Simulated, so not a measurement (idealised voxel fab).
Process module in this document: voxel self aligned vias
The figure presents cross-section cut, which has a width of 150 nm and is divided into square cells with an edge length of 5 nm.
For the purposes of this document, a cross-section shall be understood as a grid of square cells, specified as bands listed in top-to-bottom order, each band consisting of one or more rows of cells.
This entry defines a band. It first specifies the height of the band's top and the height of its bottom in nm, and then specifies the band's materials from left to right, stating each material with its width in nm. The word "throughout" identifies a single material that fills the band from edge to edge, while the word "air" identifies empty space.
Heights are measured from 0, the level below which the as-received wafer is all one material; the lowest band has no bottom and continues downward, written as in "0 down".
Note: "30 to 40" means the width goes from the first number (top row of the band) to the second number (bottom row) in equal steps per row of cells.
The designation "nothing was modified", where it is given for a processing step, indicates that no cell of the cross-section was altered in the course of that step.
Under "Unvented cavities" you'll find the enclosed gaps, the ones with no way out to the top, that are 8 cells or bigger; each reads width x height at distance, with distance counted from the left edge, everything in nm.
On a step's line, text after the settings is the simulator commenting on that step.
You can add "overlay nm" to a step's line. For a step with a mask, it describes how far the mask lay to the right of its planned position, and a negative number describes a lay to the left.
This section lists the process steps that were planned
step 1: RECEIVE | material Si
step 2: CONFORMAL_DEP | material SiO2 | thk nm 15
step 3: CONFORMAL_DEP | material SiCN | thk nm 5
step 4: DIRECTIONAL_DEP | material SiO2 | thk nm 30
step 5: PATTERN | tone open | mask id LINES | material resist | width nm 25 | pitch nm 65 | thk nm 15 | overlay nm 0
step 6: DIRECTIONAL_ETCH | etch materials SiO2 | depth nm 30
step 7: STRIP | etch materials resist
step 8: CONFORMAL_DEP | material TiN | thk nm 5
step 9: FILL_DEP | material W | thk nm 5
step 10: CMP | height nm 50
step 11: SELECTIVE_ETCH | etch materials W Ru TiN | depth nm 5
step 12: FILL_DEP | material SiN | thk nm 10
step 13: CMP | height nm 50
step 14: DIRECTIONAL_DEP | material SiO2 | thk nm 15
step 15: DIRECTIONAL_DEP | material aC | thk nm 10
step 16: PATTERN | tone open | mask id VIAS | material resist | width nm 45 | thk nm 30 | overlay nm 0
step 17: DIRECTIONAL_ETCH | etch materials aC | depth nm 10
step 18: STRIP | etch materials resist
step 19: DIRECTIONAL_ETCH | etch materials SiO2 | depth nm 15
step 20: DIRECTIONAL_ETCH | etch materials SiN | depth nm 5
step 21: STRIP | etch materials aC
step 22: CONFORMAL_DEP | material TiN | thk nm 5
step 23: FILL_DEP | material Cu | thk nm 5
step 24: CMP | height nm 65
step 25: CONFORMAL_DEP | material SiN | thk nm 5
Cross-section, incoming material, after step 1
	0 down  Si throughout
	Unvented cavities: none
Wafer at module end, in section. Began as above, planned as above, run with one mistake
	70 to 65  SiN throughout
	65 to 50  20 of SiO2; 5 of TiN; 35 of Cu; 5 of TiN; 85 of SiO2
	50 to 45  20 of SiO2; 45 of TiN; 30 of SiO2; 25 of SiN; 30 of SiO2
	45 to 35  20 of SiO2; 15 of TiN; 15 of W; 15 of TiN; 30 of SiO2; 5 of TiN; 15 of W; 5 of TiN; 30 of SiO2
	35 to 25  30 of SiO2; 5 of TiN; 15 of W; 5 of TiN; 40 of SiO2; 5 of TiN; 15 of W; 5 of TiN; 30 of SiO2
	25 to 20  30 of SiO2; 25 of TiN; 40 of SiO2; 25 of TiN; 30 of SiO2
	20 to 15  SiCN throughout
	15 to 0  SiO2 throughout
	0 down  Si throughout
	Unvented cavities: none
Nonconformance to the process plan: the plan's step 19 ran twice
